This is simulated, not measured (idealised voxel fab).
Name of the process module below: voxel local oxidation
The cross-section shown here is cut; it is 295 nm wide and divided into square cells measuring 5 nm on a side.
When this document writes out a cross-section, it uses a grid of square cells and lists it as bands, beginning at the top and moving down, with a band standing for one or more rows of cells.
First you get the band's top height and its bottom height, in nm, and then the materials it's made of, left to right, with each width in nm. If you see a single material with "edge to edge", that one covers the band edge to edge. "air" is empty space.
It should be noted that heights are counted from 0, beneath which the wafer as supplied is of one material throughout, and that the lowest band possesses no lower boundary but continues downward, as written in "top 0, no bottom".
It should be noted that a width expressed as "30->40" varies in equal increments from row to row of cells within the band, taking the value of the first number at the top row and that of the second number at the bottom row.
When a step is marked "nothing different", none of the cells in the cross-section changed during that step.
The list in "Entrapped voids" covers empty spaces of 8 cells or more that cannot reach the top through any open way, and it gives each as width x height at distance; the distance is from the left edge, and width, height and distance are in nm.
after a step's settings: what the simulator itself notes on the step
On any step carrying a mask, the "overlay nm" setting, if present on the step's line, tells how far right of its planned place the mask lay; negative values point to the left.
Here's what the planned process steps look like
step 1: RECEIVE,material Si
step 2: CONFORMAL_DEP,material SiO2,thk nm 5
step 3: CONFORMAL_DEP,material SiN,thk nm 10
step 4: DIRECTIONAL_DEP,material aC,thk nm 10
step 5: PATTERN,tone cover,mask id ACTIVE,material resist,width nm 95,pitch nm 135,thk nm 30,overlay nm 0
step 6: DIRECTIONAL_ETCH,etch materials aC,depth nm 10
step 7: STRIP,etch materials resist
step 8: DIRECTIONAL_ETCH,etch materials SiN,depth nm 10
step 9: STRIP,etch materials aC
step 10: SELECTIVE_ETCH,etch materials SiO2,depth nm 5
step 11: OXIDIZE,depth nm 15
step 12: STRIP,etch materials SiN
Shown in cross-section is the wafer as received, that is, as it stands after step 1
* top 0, no bottom = Si edge to edge
* Entrapped voids: none
Starting structure and process plan are as shown above, but one mistake was made in running the module; the wafer cross-section at the end of the module follows
* top 5, bottom 0 = 35 of air; 90 of SiO2; 45 of air; 90 of SiO2; 35 of air
* top 0, bottom -15 = 50 of SiO2; 60 of Si; 75 of SiO2; 60 of Si; 50 of SiO2
* top -15, no bottom = Si edge to edge
* Entrapped voids: none
The mistake made against the process plan was this: step 5 ran with different settings than intended, the actual operation and settings being PATTERN,tone cover,mask id ACTIVE,material resist,width nm 100,pitch nm 135,thk nm 30,overlay nm 0
